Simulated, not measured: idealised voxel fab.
process module | voxel transistor to metal
cross-section cut | 195 nm wide | cells 5 nm
A cross-section is a grid of square cells, given in bands from the top down. A band is one or more rows of cells.
Each band's line starts with the height of the band's top and of its bottom, in nm. Then come its materials from left to right, each with its width in nm. One material with "throughout" fills the band from edge to edge. "air" is empty space.
Height 0 is the level under which the wafer as received is all one material. The lowest band goes on downwards, as in "0 down".
A width such as "30 to 40" changes by the same amount from each row of cells to the next, from the band's top row to its bottom row.
"no change" after a step means that no cell of the cross-section changed.
closed voids: empty space of 8 cells or more with no open way to the top, each as width x height at its distance from the left edge, in nm
after a step's settings: what the simulator itself notes on the step
overlay nm, on a step with a mask: how far to the right of its planned place the mask lay; to the left if negative
plan
1 op RECEIVE | material Si
2 op OXIDIZE | depth nm 5
3 op CONFORMAL_DEP | material SiN | thk nm 10
4 op PATTERN | tone cover | mask id ACTIVE | material resist | width nm 115 | thk nm 20 | overlay nm 0
5 op DIRECTIONAL_ETCH | etch materials SiN | depth nm 10
6 op DIRECTIONAL_ETCH | etch materials SiO2 | depth nm 5
7 op DIRECTIONAL_ETCH | etch materials Si | depth nm 35
8 op STRIP | etch materials resist
9 op FILL_DEP | material SiO2 | thk nm 5
10 op CMP | height nm 10
11 op SELECTIVE_ETCH | etch materials SiO2 | depth nm 10
12 op STRIP | etch materials SiN
13 op SELECTIVE_ETCH | etch materials SiO2 | depth nm 5
14 op OXIDIZE | depth nm 5
15 op DIRECTIONAL_DEP | material polySi | thk nm 20
16 op DIRECTIONAL_DEP | material SiCN | thk nm 10
17 op MASKED_ETCH | tone cover | mask id GATE | width nm 25 | etch materials SiCN | depth nm 20 | overlay nm 0
18 op MASKED_ETCH | tone cover | mask id GATE | width nm 25 | etch materials polySi | depth nm 30 | overlay nm 0
19 op CONFORMAL_DEP | material SiN | thk nm 10
20 op DIRECTIONAL_ETCH | etch materials SiN | depth nm 10
21 op DIRECTIONAL_ETCH | etch materials SiO2 | depth nm 5
22 op DIRECTIONAL_ETCH | etch materials Si | depth nm 10
23 op EPI | material SiGe | thk nm 10
24 op FILL_DEP | material SiO2 | thk nm 5
25 op CMP | height nm 15
26 op STRIP | etch materials polySi
27 op SELECTIVE_ETCH | etch materials SiO2 | depth nm 5
28 op CONFORMAL_DEP | material HfO2 | thk nm 5
29 op CONFORMAL_DEP | material TiN | thk nm 5
30 op FILL_DEP | material W | thk nm 10
31 op CMP | height nm 10
32 op DIRECTIONAL_DEP | material SiO2 | thk nm 15
33 op MASKED_ETCH | tone open | mask id CONTACT | width nm 20 | pitch nm 75 | etch materials SiO2 | depth nm 35 | overlay nm 0
34 op CONFORMAL_DEP | material TiN | thk nm 5
35 op FILL_DEP | material W | thk nm 10
36 op CMP | height nm 25
37 op DIRECTIONAL_DEP | material TiN | thk nm 5
38 op DIRECTIONAL_DEP | material W | thk nm 20
39 op PATTERN | tone cover | mask id METAL_1 | material resist | width nm 20 | pitch nm 75 | thk nm 15 | overlay nm 0
40 op DIRECTIONAL_ETCH | etch materials W | depth nm 20
41 op DIRECTIONAL_ETCH | etch materials TiN | depth nm 5
42 op STRIP | etch materials resist
43 op CONFORMAL_DEP | material SiN | thk nm 5
44 op FILL_DEP | material lowk | thk nm 5
45 op CMP | height nm 50
46 op CONFORMAL_DEP | material SiCN | thk nm 5
first wafer, as planned
as received, after step 1
  0 down: Si throughout
  closed voids: none
after step 2
  0 to -5: SiO2 throughout
  below -5: unchanged
after step 3
  10 to 0: SiN throughout
  below 0: unchanged
after step 4
  30 to 10: air 40 | resist 115 | air 40
  below 10: unchanged
after step 5
  30 to 10: air 40 | resist 115 | air 40
  10 to 0: air 40 | SiN 115 | air 40
  below 0: unchanged
after step 6
  30 to 10: air 40 | resist 115 | air 40
  10 to 0: air 40 | SiN 115 | air 40
  0 to -5: air 40 | SiO2 115 | air 40
  below -5: unchanged
after step 7
  30 to 10: air 40 | resist 115 | air 40
  10 to 0: air 40 | SiN 115 | air 40
  0 to -5: air 40 | SiO2 115 | air 40
  -5 to -40: air 40 | Si 115 | air 40
  below -40: unchanged
after step 8
  10 to 0: air 40 | SiN 115 | air 40
  below 0: unchanged
after step 9
  15 to 10: SiO2 throughout
  10 to 0: SiO2 40 | SiN 115 | SiO2 40
  0 to -5: SiO2 throughout
  -5 to -40: SiO2 40 | Si 115 | SiO2 40
  below -40: unchanged
after step 10
  10 to 0: SiO2 40 | SiN 115 | SiO2 40
  below 0: unchanged
after step 11
  10 to 0: air 40 | SiN 115 | air 40
  below 0: unchanged
after step 12
  0 to -5: SiO2 throughout
  below -5: unchanged
after step 13
  -5 to -40: SiO2 40 | Si 115 | SiO2 40
  below -40: unchanged
after step 14
  -5 to -10: SiO2 throughout
  below -10: unchanged
after step 15
  15 to -5: polySi throughout
  below -5: unchanged
after step 16
  25 to 15: SiCN throughout
  below 15: unchanged
after step 17
  25 to 15: air 85 | SiCN 25 | air 85
  below 15: unchanged
after step 18
  25 to 15: air 85 | SiCN 25 | air 85
  15 to -5: air 85 | polySi 25 | air 85
  below -5: unchanged
after step 19
  35 to 25: air 75 | SiN 45 | air 75
  25 to 15: air 75 | SiN 10 | SiCN 25 | SiN 10 | air 75
  15 to 5: air 75 | SiN 10 | polySi 25 | SiN 10 | air 75
  5 to -5: SiN 85 | polySi 25 | SiN 85
  below -5: unchanged
after step 20
  25 to 15: air 75 | SiN 10 | SiCN 25 | SiN 10 | air 75
  15 to -5: air 75 | SiN 10 | polySi 25 | SiN 10 | air 75
  below -5: unchanged
after step 21
  25 to 15: air 75 | SiN 10 | SiCN 25 | SiN 10 | air 75
  15 to -5: air 75 | SiN 10 | polySi 25 | SiN 10 | air 75
  -5 to -10: air 75 | SiO2 45 | air 75
  below -10: unchanged
after step 22
  25 to 15: air 75 | SiN 10 | SiCN 25 | SiN 10 | air 75
  15 to -5: air 75 | SiN 10 | polySi 25 | SiN 10 | air 75
  -5 to -10: air 75 | SiO2 45 | air 75
  -10 to -20: SiO2 40 | air 35 | Si 45 | air 35 | SiO2 40
  below -20: unchanged
after step 23
  25 to 15: air 75 | SiN 10 | SiCN 25 | SiN 10 | air 75
  15 to 0: air 75 | SiN 10 | polySi 25 | SiN 10 | air 75
  0 to -5: air 65 | SiGe 10 | SiN 10 | polySi 25 | SiN 10 | SiGe 10 | air 65
  -5 to -10: air 65 | SiGe 10 | SiO2 45 | SiGe 10 | air 65
  -10 to -20: SiO2 40 | SiGe 35 | Si 45 | SiGe 35 | SiO2 40
  below -20: unchanged
after step 24
  30 to 25: SiO2 throughout
  25 to 15: SiO2 75 | SiN 10 | SiCN 25 | SiN 10 | SiO2 75
  15 to 0: SiO2 75 | SiN 10 | polySi 25 | SiN 10 | SiO2 75
  0 to -5: SiO2 65 | SiGe 10 | SiN 10 | polySi 25 | SiN 10 | SiGe 10 | SiO2 65
  -5 to -10: SiO2 65 | SiGe 10 | SiO2 45 | SiGe 10 | SiO2 65
  below -10: unchanged
after step 25
  15 to 0: SiO2 75 | SiN 10 | polySi 25 | SiN 10 | SiO2 75
  below 0: unchanged
after step 26
  15 to 0: SiO2 75 | SiN 10 | air 25 | SiN 10 | SiO2 75
  0 to -5: SiO2 65 | SiGe 10 | SiN 10 | air 25 | SiN 10 | SiGe 10 | SiO2 65
  below -5: unchanged
after step 27
  15 to 10: air 75 | SiN 10 | air 25 | SiN 10 | air 75
  10 to 0: SiO2 75 | SiN 10 | air 25 | SiN 10 | SiO2 75
  0 to -5: SiO2 65 | SiGe 10 | SiN 10 | air 25 | SiN 10 | SiGe 10 | SiO2 65
  -5 to -10: SiO2 65 | SiGe 10 | SiO2 5 | air 35 | SiO2 5 | SiGe 10 | SiO2 65
  below -10: unchanged
after step 28
  20 to 15: air 70 | HfO2 20 | air 15 | HfO2 20 | air 70
  15 to 10: HfO2 75 | SiN 10 | HfO2 5 | air 15 | HfO2 5 | SiN 10 | HfO2 75
  10 to 0: SiO2 75 | SiN 10 | HfO2 5 | air 15 | HfO2 5 | SiN 10 | SiO2 75
  0 to -5: SiO2 65 | SiGe 10 | SiN 10 | HfO2 5 | air 15 | HfO2 5 | SiN 10 | SiGe 10 | SiO2 65
  -5 to -10: SiO2 65 | SiGe 10 | SiO2 5 | HfO2 35 | SiO2 5 | SiGe 10 | SiO2 65
  below -10: unchanged
after step 29
  25 to 20: air 65 | TiN 30 | air 5 | TiN 30 | air 65
  20 to 15: TiN 70 | HfO2 20 | TiN 5 | air 5 | TiN 5 | HfO2 20 | TiN 70
  15 to 10: HfO2 75 | SiN 10 | HfO2 5 | TiN 5 | air 5 | TiN 5 | HfO2 5 | SiN 10 | HfO2 75
  10 to 0: SiO2 75 | SiN 10 | HfO2 5 | TiN 5 | air 5 | TiN 5 | HfO2 5 | SiN 10 | SiO2 75
  0 to -5: SiO2 65 | SiGe 10 | SiN 10 | HfO2 5 | TiN 15 | HfO2 5 | SiN 10 | SiGe 10 | SiO2 65
  below -5: unchanged
after step 30
  35 to 25: W throughout
  25 to 20: W 65 | TiN 30 | W 5 | TiN 30 | W 65
  20 to 15: TiN 70 | HfO2 20 | TiN 5 | W 5 | TiN 5 | HfO2 20 | TiN 70
  15 to 10: HfO2 75 | SiN 10 | HfO2 5 | TiN 5 | W 5 | TiN 5 | HfO2 5 | SiN 10 | HfO2 75
  10 to 0: SiO2 75 | SiN 10 | HfO2 5 | TiN 5 | W 5 | TiN 5 | HfO2 5 | SiN 10 | SiO2 75
  below 0: unchanged
after step 31
  10 to 0: SiO2 75 | SiN 10 | HfO2 5 | TiN 5 | W 5 | TiN 5 | HfO2 5 | SiN 10 | SiO2 75
  below 0: unchanged
after step 32
  25 to 10: SiO2 throughout
  below 10: unchanged
after step 33
  25 to 10: SiO2 50 | air 20 | SiO2 55 | air 20 | SiO2 50
  10 to 0: SiO2 50 | air 20 | SiO2 5 | SiN 10 | HfO2 5 | TiN 5 | W 5 | TiN 5 | HfO2 5 | SiN 10 | SiO2 5 | air 20 | SiO2 50
  0 to -5: SiO2 50 | air 15 | SiGe 10 | SiN 10 | HfO2 5 | TiN 15 | HfO2 5 | SiN 10 | SiGe 10 | air 15 | SiO2 50
  -5 to -10: SiO2 50 | air 15 | SiGe 10 | SiO2 5 | HfO2 35 | SiO2 5 | SiGe 10 | air 15 | SiO2 50
  below -10: unchanged
after step 34
  30 to 25: TiN 55 | air 10 | TiN 65 | air 10 | TiN 55
  25 to 10: SiO2 50 | TiN 5 | air 10 | TiN 5 | SiO2 55 | TiN 5 | air 10 | TiN 5 | SiO2 50
  10 to 0: SiO2 50 | TiN 5 | air 10 to 5 | TiN 5 to 10 | SiO2 5 | SiN 10 | HfO2 5 | TiN 5 | W 5 | TiN 5 | HfO2 5 | SiN 10 | SiO2 5 | TiN 5 to 10 | air 10 to 5 | TiN 5 | SiO2 50
  0 to -5: SiO2 50 | TiN 5 | air 5 | TiN 5 | SiGe 10 | SiN 10 | HfO2 5 | TiN 15 | HfO2 5 | SiN 10 | SiGe 10 | TiN 5 | air 5 | TiN 5 | SiO2 50
  -5 to -10: SiO2 50 | TiN 15 | SiGe 10 | SiO2 5 | HfO2 35 | SiO2 5 | SiGe 10 | TiN 15 | SiO2 50
  below -10: unchanged
after step 35
  40 to 30: W throughout
  30 to 25: TiN 55 | W 10 | TiN 65 | W 10 | TiN 55
  25 to 10: SiO2 50 | TiN 5 | W 10 | TiN 5 | SiO2 55 | TiN 5 | W 10 | TiN 5 | SiO2 50
  10 to 0: SiO2 50 | TiN 5 | W 10 to 5 | TiN 5 to 10 | SiO2 5 | SiN 10 | HfO2 5 | TiN 5 | W 5 | TiN 5 | HfO2 5 | SiN 10 | SiO2 5 | TiN 5 to 10 | W 10 to 5 | TiN 5 | SiO2 50
  0 to -5: SiO2 50 | TiN 5 | W 5 | TiN 5 | SiGe 10 | SiN 10 | HfO2 5 | TiN 15 | HfO2 5 | SiN 10 | SiGe 10 | TiN 5 | W 5 | TiN 5 | SiO2 50
  below -5: unchanged
after step 36
  25 to 10: SiO2 50 | TiN 5 | W 10 | TiN 5 | SiO2 55 | TiN 5 | W 10 | TiN 5 | SiO2 50
  below 10: unchanged
after step 37
  30 to 25: TiN throughout
  below 25: unchanged
after step 38
  50 to 30: W throughout
  below 30: unchanged
after step 39
  65 to 50: air 50 | resist 20 | air 55 | resist 20 | air 50
  below 50: unchanged
after step 40
  65 to 50: air 50 | resist 20 | air 55 | resist 20 | air 50
  50 to 30: air 50 | W 20 | air 55 | W 20 | air 50
  below 30: unchanged
after step 41
  65 to 50: air 50 | resist 20 | air 55 | resist 20 | air 50
  50 to 30: air 50 | W 20 | air 55 | W 20 | air 50
  30 to 25: air 50 | TiN 20 | air 55 | TiN 20 | air 50
  below 25: unchanged
after step 42
  50 to 30: air 50 | W 20 | air 55 | W 20 | air 50
  below 30: unchanged
after step 43
  55 to 50: air 45 | SiN 30 | air 45 | SiN 30 | air 45
  50 to 30: air 45 | SiN 5 | W 20 | SiN 5 | air 45 | SiN 5 | W 20 | SiN 5 | air 45
  30 to 25: SiN 50 | TiN 20 | SiN 55 | TiN 20 | SiN 50
  below 25: unchanged
after step 44
  60 to 55: lowk throughout
  55 to 50: lowk 45 | SiN 30 | lowk 45 | SiN 30 | lowk 45
  50 to 30: lowk 45 | SiN 5 | W 20 | SiN 5 | lowk 45 | SiN 5 | W 20 | SiN 5 | lowk 45
  below 30: unchanged
after step 45
  50 to 30: lowk 45 | SiN 5 | W 20 | SiN 5 | lowk 45 | SiN 5 | W 20 | SiN 5 | lowk 45
  below 30: unchanged
after step 46
  55 to 50: SiCN throughout
  below 50: unchanged
second wafer: like start, like plan, one mistake. Through step 38 it matches the first wafer
when step 39 should have ended
  65 to 50: air 50 | resist 25 | air 50 | resist 25 | air 45
  below 50: unchanged
when step 40 should have ended
  65 to 50: air 50 | resist 25 | air 50 | resist 25 | air 45
  50 to 30: air 50 | W 25 | air 50 | W 25 | air 45
  below 30: unchanged
when step 41 should have ended
  65 to 50: air 50 | resist 25 | air 50 | resist 25 | air 45
  50 to 30: air 50 | W 25 | air 50 | W 25 | air 45
  30 to 25: air 50 | TiN 25 | air 50 | TiN 25 | air 45
  below 25: unchanged
when step 42 should have ended
  50 to 30: air 50 | W 25 | air 50 | W 25 | air 45
  below 30: unchanged
when step 43 should have ended
  55 to 50: air 45 | SiN 35 | air 40 | SiN 35 | air 40
  50 to 30: air 45 | SiN 5 | W 25 | SiN 5 | air 40 | SiN 5 | W 25 | SiN 5 | air 40
  30 to 25: SiN 50 | TiN 25 | SiN 50 | TiN 25 | SiN 45
  below 25: unchanged
when step 44 should have ended
  60 to 55: lowk throughout
  55 to 50: lowk 45 | SiN 35 | lowk 40 | SiN 35 | lowk 40
  50 to 30: lowk 45 | SiN 5 | W 25 | SiN 5 | lowk 40 | SiN 5 | W 25 | SiN 5 | lowk 40
  below 30: unchanged
when step 45 should have ended
  50 to 30: lowk 45 | SiN 5 | W 25 | SiN 5 | lowk 40 | SiN 5 | W 25 | SiN 5 | lowk 40
  below 30: unchanged
when step 46 should have ended
  55 to 50: SiCN throughout
  below 50: unchanged
what went wrong: step 39 ran as: op PATTERN | tone cover | mask id METAL_1 | material resist | width nm 25 | pitch nm 75 | thk nm 15 | overlay nm 0
at the end the second wafer has, in cells: 2 fewer of SiN | 2 more of TiN | 8 more of W | 8 fewer of lowk
